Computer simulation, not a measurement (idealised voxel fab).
The name of this process module is voxel double patterning.
Pictured: cross-section cut, 265 nm wide, on a grid of 5 nm square cells.
Cross-section = grid of square cells, listed top down in bands; band = one or more rows.
Band entry format. Leading values: height of top, height of bottom, nm. Remainder: materials in left-to-right order, each with its width in nm. Special words: "throughout" on a single material, which then fills the band edge to edge; "empty", empty space.
We count height from 0. Below that, the starting wafer is all one material. The lowest band never ends at the bottom but goes on down; see "z 0 and below" for how that is written.
A width such as "30..40" changes by the same amount from each row of cells to the next, from the band's top row to its bottom row.
Step note "remained the same" = no cross-section cell changed.
Under "Trapped voids" you'll find the enclosed gaps, the ones with no way out to the top, that are 8 cells or bigger; each reads width x height at distance, with distance counted from the left edge, everything in nm.
The remark found on a step's line after its settings is issued by the simulator itself and pertains to that step.
If you see "overlay nm" on a step's line and that step has a mask, it's telling you how far right of where it was planned the mask ended up; a negative number means it went left instead.

### The steps planned for the process are as follows
1,RECEIVE, material Si
2,CONFORMAL_DEP, material SiO2, thk nm 5
3,DIRECTIONAL_DEP, material TiN, thk nm 15
4,DIRECTIONAL_DEP, material SiN, thk nm 5
5,MASKED_ETCH, tone open, mask id FIRST, width nm 15, pitch nm 50, etch materials SiN, depth nm 5, overlay nm 0
6,PATTERN, tone open, mask id SECOND, material resist, width nm 15, pitch nm 50, thk nm 15, overlay nm 0
7,DIRECTIONAL_ETCH, etch materials SiN, depth nm 5
8,STRIP, etch materials resist
9,DIRECTIONAL_ETCH, etch materials TiN, depth nm 15
10,STRIP, etch materials SiN

### Concerning the first of two wafers, which was run in accordance with the plan

### Received-state cross-section, reflecting completion of step 1
z 0 and below | Si throughout
Trapped voids: none

### State of the wafer after step 2, shown in cross-section
z 5 to 0 | SiO2 throughout
Heights below 0 show no change.

### State of the wafer after step 3, shown in cross-section
z 20 to 5 | TiN throughout
Heights below 5 show no change.

### State of the wafer after step 4, shown in cross-section
z 25 to 20 | SiN throughout
Heights below 20 show no change.

### State of the wafer after step 5, shown in cross-section
z 25 to 20 | SiN: 75  empty: 15  SiN: 35  empty: 15  SiN: 35  empty: 15  SiN: 75
Heights below 20 show no change.

### State of the wafer after step 6, shown in cross-section
z 40 to 25 | resist: 100  empty: 15  resist: 35  empty: 15  resist: 100
z 25 to 20 | SiN: 75  resist: 15  SiN: 35  resist: 15  SiN: 35  resist: 15  SiN: 75
Heights below 20 show no change.

### State of the wafer after step 7, shown in cross-section
z 40 to 25 | resist: 100  empty: 15  resist: 35  empty: 15  resist: 100
z 25 to 20 | SiN: 75  resist: 15  SiN: 10  empty: 15  SiN: 10  resist: 15  SiN: 10  empty: 15  SiN: 10  resist: 15  SiN: 75
Heights below 20 show no change.

### State of the wafer after step 8, shown in cross-section
z 25 to 20 | SiN: 75  empty: 15  SiN: 10  empty: 15  SiN: 10  empty: 15  SiN: 10  empty: 15  SiN: 10  empty: 15  SiN: 75
Heights below 20 show no change.

### State of the wafer after step 9, shown in cross-section
z 25 to 20 | SiN: 75  empty: 15  SiN: 10  empty: 15  SiN: 10  empty: 15  SiN: 10  empty: 15  SiN: 10  empty: 15  SiN: 75
z 20 to 5 | TiN: 75  empty: 15  TiN: 10  empty: 15  TiN: 10  empty: 15  TiN: 10  empty: 15  TiN: 10  empty: 15  TiN: 75
Heights below 5 show no change.

### State of the wafer after step 10, shown in cross-section
z 20 to 5 | TiN: 75  empty: 15  TiN: 10  empty: 15  TiN: 10  empty: 15  TiN: 10  empty: 15  TiN: 10  empty: 15  TiN: 75
Heights below 5 show no change.

### For the second wafer, take the first wafer's start and plan, then add one mistake made in running it; everything through step 1, that step included, is shared with the first

### Cross-section of the second wafer when, according to plan, step 2 should have finished
z 15 to 0 | TiN throughout
Heights below 0 show no change.

### Cross-section of the second wafer when, according to plan, step 3 should have finished
z 20 to 15 | SiO2 throughout
Heights below 15 show no change.

### Cross-section of the second wafer when, according to plan, step 4 should have finished
z 25 to 20 | SiN throughout
Heights below 20 show no change.

### Cross-section of the second wafer when, according to plan, step 5 should have finished
z 25 to 20 | SiN: 75  empty: 15  SiN: 35  empty: 15  SiN: 35  empty: 15  SiN: 75
Heights below 20 show no change.

### Cross-section of the second wafer when, according to plan, step 6 should have finished
z 40 to 25 | resist: 100  empty: 15  resist: 35  empty: 15  resist: 100
z 25 to 20 | SiN: 75  resist: 15  SiN: 35  resist: 15  SiN: 35  resist: 15  SiN: 75
Heights below 20 show no change.

### Cross-section of the second wafer when, according to plan, step 7 should have finished
z 40 to 25 | resist: 100  empty: 15  resist: 35  empty: 15  resist: 100
z 25 to 20 | SiN: 75  resist: 15  SiN: 10  empty: 15  SiN: 10  resist: 15  SiN: 10  empty: 15  SiN: 10  resist: 15  SiN: 75
Heights below 20 show no change.

### Cross-section of the second wafer when, according to plan, step 8 should have finished
z 25 to 20 | SiN: 75  empty: 15  SiN: 10  empty: 15  SiN: 10  empty: 15  SiN: 10  empty: 15  SiN: 10  empty: 15  SiN: 75
Heights below 20 show no change.

Cross-section of the second wafer when, according to plan, step 9 should have finished: remained the same

### Cross-section of the second wafer when, according to plan, step 10 should have finished
z 20 to 15 | SiO2 throughout
Heights below 15 show no change.
Deviation noted in wafer processing: the intended sequence of steps 2 and 3 was reversed during processing, with each occupying the position of the other
At the finish, the second wafer shows more or fewer cells for some materials than the first does: +45 TiN
